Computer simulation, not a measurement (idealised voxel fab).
process module | voxel capacitor over wiring
cross-section cut | 155 nm wide | cells 5 nm
A cross-section is a grid of square cells, given in bands from the top down. A band is one or more rows of cells.
Each band's line starts with the height of the band's top and of its bottom, in nm. Then come its materials from left to right, each with its width in nm. One material with "throughout" fills the band from edge to edge. "air" is empty space.
Height 0 is the level under which the wafer as received is all one material. The lowest band goes on downwards, as in "0 down".
A width such as "30 to 40" changes by the same amount from each row of cells to the next, from the band's top row to its bottom row.
"no change" after a step means that no cell of the cross-section changed.
closed voids: empty space of 8 cells or more with no open way to the top, each as width x height at its distance from the left edge, in nm
after a step's settings: what the simulator itself notes on the step
overlay nm, on a step with a mask: how far to the right of its planned place the mask lay; to the left if negative
plan
1 op RECEIVE | material Si
2 op CONFORMAL_DEP | material SiO2 | thk nm 15
3 op CONFORMAL_DEP | material SiN | thk nm 5
4 op DIRECTIONAL_DEP | material SiO2 | thk nm 15
5 op PATTERN | tone open | mask id METAL_1 | material resist | width nm 30 | pitch nm 85 | thk nm 20 | overlay nm 0
6 op DIRECTIONAL_ETCH | etch materials SiO2 | depth nm 15
7 op DIRECTIONAL_ETCH | etch materials SiN | depth nm 5
8 op STRIP | etch materials resist
9 op CONFORMAL_DEP | material TiN | thk nm 5
10 op FILL_DEP | material W | thk nm 10
11 op CMP | height nm 35
12 op CONFORMAL_DEP | material SiCN | thk nm 5
13 op DIRECTIONAL_DEP | material SiO2 | thk nm 10
14 op DIRECTIONAL_DEP | material aC | thk nm 15
15 op PATTERN | tone open | mask id PLUG_1 | material resist | width nm 15 | thk nm 30 | overlay nm 0
16 op DIRECTIONAL_ETCH | etch materials aC | depth nm 15
17 op STRIP | etch materials resist
18 op DIRECTIONAL_ETCH | etch materials SiO2 | depth nm 10
19 op DIRECTIONAL_ETCH | etch materials SiCN | depth nm 5
20 op STRIP | etch materials aC
21 op EPI | material Ru | thk nm 10
22 op EPI | material Ru | thk nm 5
23 op DIRECTIONAL_DEP | material TiN | thk nm 10
24 op DIRECTIONAL_DEP | material Al2O3 | thk nm 5
25 op DIRECTIONAL_DEP | material TiN | thk nm 5
26 op MASKED_ETCH | tone cover | mask id UPPER_PLATE | width nm 60 | etch materials TiN | depth nm 5 | overlay nm 0
27 op MASKED_ETCH | tone cover | mask id UPPER_PLATE | width nm 60 | etch materials Al2O3 | depth nm 5 | overlay nm 0
28 op PATTERN | tone cover | mask id LOWER_PLATE | material resist | width nm 70 | thk nm 20 | overlay nm 0
29 op DIRECTIONAL_ETCH | etch materials TiN | depth nm 10
30 op STRIP | etch materials resist
31 op FILL_DEP | material SiO2 | thk nm 20
32 op CMP | height nm 85
33 op PATTERN | tone open | mask id PLUG_2 | material resist | width nm 15 | thk nm 15 | overlay nm 0
34 op DIRECTIONAL_ETCH | etch materials SiO2 | depth nm 15
35 op STRIP | etch materials resist
36 op CONFORMAL_DEP | material TiN | thk nm 5
37 op FILL_DEP | material Ru | thk nm 5
38 op CMP | height nm 85
39 op CONFORMAL_DEP | material SiCN | thk nm 5
as received, after step 1
  0 down: Si throughout
  closed voids: none
first wafer at the end, as planned
  90 to 85: SiCN throughout
  85 to 75: SiO2 45 | TiN 5 | Ru 5 | TiN 5 | SiO2 95
  75 to 65: SiO2 45 to 35 | TiN 15 to 60 | SiO2 95 to 60
  65 to 60: SiO2 35 | Al2O3 60 | SiO2 60
  60 to 50: SiO2 30 | TiN 70 | SiO2 55
  50 to 40: SiO2 35 | Ru 15 | SiO2 105
  40 to 35: SiCN 35 | Ru 15 | SiCN 105
  35 to 20: SiO2 20 | TiN 5 | W 20 | TiN 5 | SiO2 55 | TiN 5 | W 20 | TiN 5 | SiO2 20
  20 to 15: SiN 20 | TiN 30 | SiN 55 | TiN 30 | SiN 20
  15 to 0: SiO2 throughout
  0 down: Si throughout
  closed voids: none
second wafer at the end: like start, like plan, one mistake
  90 to 85: SiCN throughout
  85 to 75: SiO2 45 to 35 | TiN 15 to 25 | SiO2 95
  75 to 70: SiO2 35 | Al2O3 25 | SiO2 95
  70 to 65: SiO2 30 | TiN 65 | SiO2 60
  65 to 60: SiO2 30 | TiN 30 | Al2O3 35 | SiO2 60
  60 to 50: SiO2 25 | Ru 35 | TiN 40 | SiO2 55
  50 to 40: SiO2 35 | Ru 15 | SiO2 105
  40 to 35: SiCN 35 | Ru 15 | SiCN 105
  35 to 20: SiO2 20 | TiN 5 | W 20 | TiN 5 | SiO2 55 | TiN 5 | W 20 | TiN 5 | SiO2 20
  20 to 15: SiN 20 | TiN 30 | SiN 55 | TiN 30 | SiN 20
  15 to 0: SiO2 throughout
  0 down: Si throughout
  closed voids: none
what went wrong: step 21 was run twice
at the end the second wafer has, in cells: 12 more of Ru | 8 fewer of SiO2 | 4 fewer of TiN
